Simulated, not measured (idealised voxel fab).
voxel spacer lines: a process module
Cross-section cut: width 245 nm, square cells of 5 nm.
Notation: cross-section as square-cell grid; stated in bands, top first, going down; one or more cell rows per band. Each band's line starts with the height of the band's top and of its bottom, in nm. Then come its materials from left to right, each with its width in nm. One material with "all across" fills the band from edge to edge. "blank" is empty space. Ref level 0: as-received wafer is one material below here. Bottom band extends down with no lower bound ("0 nm and below"). Graded width ("30 to 40"): value in top row of band = first number; value in bottom row = second number; row-to-row change constant. Reading "identical to before" for a step: not a cell of the cross-section changed in it. What "Enclosed internal cavities" gives you is every empty space of 8 cells or more that is cut off from the top. Each appears as width x height at distance, with the distance taken from the left edge and width, height and distance all in nm. The remark found on a step's line after its settings is issued by the simulator itself and pertains to that step. You can add "overlay nm" to a step's line. For a step with a mask, it describes how far the mask lay to the right of its planned position, and a negative number describes a lay to the left.
The following list gives the planned process steps:
1 RECEIVE,material Si
2 CONFORMAL_DEP,material Al2O3,thk nm 10
3 DIRECTIONAL_DEP,material TiN,thk nm 10
4 DIRECTIONAL_DEP,material aC,thk nm 20
5 PATTERN,tone cover,mask id MANDREL,material resist,width nm 20,pitch nm 70,thk nm 30,overlay nm 0
6 DIRECTIONAL_ETCH,etch materials aC,depth nm 20
7 STRIP,etch materials resist
8 CONFORMAL_DEP,material SiO2,thk nm 15
9 DIRECTIONAL_ETCH,etch materials SiO2,depth nm 15
10 STRIP,etch materials aC
11 DIRECTIONAL_ETCH,etch materials TiN,depth nm 10
12 STRIP,etch materials SiO2
So this is the incoming wafer in cross-section - it's already been through step 1:
* 0 nm and below  Si all across
* Enclosed internal cavities: none
Cross-section, first of two wafers, end of module, run as planned:
* 20 nm to 10 nm  blank (25), TiN (15), blank (20), TiN (15), blank (20), TiN (15), blank (20), TiN (15), blank (20), TiN (15), blank (20), TiN (15), blank (30)
* 10 nm to 0 nm  Al2O3 all across
* 0 nm and below  Si all across
* Enclosed internal cavities: none
Wafer two cross-section, module end. Start and plan unchanged from wafer one; one mistake made during the run:
* 55 nm to 40 nm  blank (25), Al2O3 (50), blank (20), Al2O3 (50), blank (20), Al2O3 (50), blank (30)
* 40 nm to 35 nm  blank (25), Al2O3 (15), aC (20), Al2O3 (15), blank (20), Al2O3 (15), aC (20), Al2O3 (15), blank (20), Al2O3 (15), aC (20), Al2O3 (15), blank (30)
* 35 nm to 20 nm  Al2O3 (40), aC (20), Al2O3 (50), aC (20), Al2O3 (50), aC (20), Al2O3 (45)
* 20 nm to 10 nm  TiN all across
* 10 nm to 0 nm  Al2O3 all across
* 0 nm and below  Si all across
* Enclosed internal cavities: none
Diagnosis: step 8: run off-plan, actual operation and settings CONFORMAL_DEP,material Al2O3,thk nm 15
Counted in cells at the end, the second wafer holds more or fewer of these materials than the first: Al2O3 +219, TiN +62, aC +48
